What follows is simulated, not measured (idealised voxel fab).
voxel self aligned vias: a process module
Section shown: cut. Width: 300 nm. Cell size: 5 nm, square.
In this document a cross-section is written as a grid of square cells. It is given as a series of bands, listed from the top down, and a band is one or more rows of cells.
Basically the band line says how high the top is and how high the bottom is, in nm, and then what's in it from left to right, every material with its width in nm. Empty space shows up as "blank", and if a single material carries "all across" it runs the full band edge to edge.
Heights from 0 (as-received wafer is one material below). Bottom band endless downward, as "0 and below".
Per-row width for "30..40": begins at first number (top row of band), ends at second number (bottom row), increment between rows held constant.
Take "nothing altered" at face value: in the step it is given for, the cross-section changed in none of its cells.
In "Closed void listing" the enclosed voids are listed, meaning empty spaces of 8 cells or larger without any opening to the top. The form is width x height at distance, distance from the left edge, units nm.
Note: text after step settings on the step line = simulator remark on that step.
overlay nm: where the mask lay relative to plan, measured to the right, on steps with a mask; negatives go left.
This section lists the process steps that were planned
1. RECEIVE | material Si
2. CONFORMAL_DEP | material SiO2 | thk nm 10
3. CONFORMAL_DEP | material SiCN | thk nm 5
4. DIRECTIONAL_DEP | material SiO2 | thk nm 25
5. DIRECTIONAL_DEP | material aC | thk nm 15
6. PATTERN | tone open | mask id LINES | material resist | width nm 30 | pitch nm 60 | thk nm 30 | overlay nm 0
7. DIRECTIONAL_ETCH | etch materials aC | depth nm 15
8. STRIP | etch materials resist
9. DIRECTIONAL_ETCH | etch materials SiO2 | depth nm 25
10. STRIP | etch materials aC
11. CONFORMAL_DEP | material TiN | thk nm 5
12. FILL_DEP | material W | thk nm 5
13. CMP | height nm 40
14. SELECTIVE_ETCH | etch materials W Ru TiN | depth nm 10
15. FILL_DEP | material SiN | thk nm 10
16. CMP | height nm 40
17. DIRECTIONAL_DEP | material SiO2 | thk nm 20
18. MASKED_ETCH | tone open | mask id VIAS | width nm 40 | pitch nm 120 | etch materials SiO2 | depth nm 20 | overlay nm 0
19. MASKED_ETCH | tone open | mask id VIAS | width nm 40 | pitch nm 120 | etch materials SiN | depth nm 10 | overlay nm 0
20. CONFORMAL_DEP | material TiN | thk nm 5
21. FILL_DEP | material W | thk nm 5
22. CMP | height nm 60
23. CONFORMAL_DEP | material SiN | thk nm 5
So this is the incoming wafer in cross-section - it's already been through step 1
0 and below  Si all across
Closed void listing: none
Sectioned view, first of two wafers, at the close of the module, processed as intended in the plan
65 down to 60  SiN all across
60 down to 45  70 nm SiO2 / 5 nm TiN / 30 nm W / 5 nm TiN / 80 nm SiO2 / 5 nm TiN / 30 nm W / 5 nm TiN / 70 nm SiO2
45 down to 40  70 nm SiO2 / 10 nm TiN / 20 nm W / 10 nm TiN / 80 nm SiO2 / 10 nm TiN / 20 nm W / 10 nm TiN / 70 nm SiO2
40 down to 35  75 nm SiO2 / 5 nm TiN / 20 nm W / 5 nm TiN / 30 nm SiO2 / 30 nm SiN / 30 nm SiO2 / 5 nm TiN / 20 nm W / 5 nm TiN / 75 nm SiO2
35 down to 30  75 nm SiO2 / 30 nm TiN / 30 nm SiO2 / 30 nm SiN / 30 nm SiO2 / 30 nm TiN / 75 nm SiO2
30 down to 20  75 nm SiO2 / 5 nm TiN / 20 nm W / 5 nm TiN / 30 nm SiO2 / 5 nm TiN / 20 nm W / 5 nm TiN / 30 nm SiO2 / 5 nm TiN / 20 nm W / 5 nm TiN / 75 nm SiO2
20 down to 15  75 nm SiO2 / 30 nm TiN / 30 nm SiO2 / 30 nm TiN / 30 nm SiO2 / 30 nm TiN / 75 nm SiO2
15 down to 10  SiCN all across
10 down to 0  SiO2 all across
0 and below  Si all across
Closed void listing: none
What the second wafer looks like in cross-section once the module is done. Its start and its plan matched the first wafer's exactly; what differed was one mistake in how it was run
65 down to 60  SiN all across
60 down to 40  70 nm SiO2 / 5 nm TiN / 30 nm SiO2 / 5 nm TiN / 80 nm SiO2 / 5 nm TiN / 30 nm SiO2 / 5 nm TiN / 70 nm SiO2
40 down to 30  75 nm SiO2 / 30 nm SiN / 30 nm SiO2 / 30 nm SiN / 30 nm SiO2 / 30 nm SiN / 75 nm SiO2
30 down to 20  75 nm SiO2 / 5 nm TiN / 20 nm W / 5 nm TiN / 30 nm SiO2 / 5 nm TiN / 20 nm W / 5 nm TiN / 30 nm SiO2 / 5 nm TiN / 20 nm W / 5 nm TiN / 75 nm SiO2
20 down to 15  75 nm SiO2 / 30 nm TiN / 30 nm SiO2 / 30 nm TiN / 30 nm SiO2 / 30 nm TiN / 75 nm SiO2
15 down to 10  SiCN all across
10 down to 0  SiO2 all across
0 and below  Si all across
Closed void listing: none
Short version of what went wrong: the intended sequence of steps 17 and 18 was reversed during processing, with each occupying the position of the other
Final wafer comparison in cells, second versus first, more or fewer per material: 24 more of SiN; 48 more of SiO2; 20 fewer of TiN; 52 fewer of W
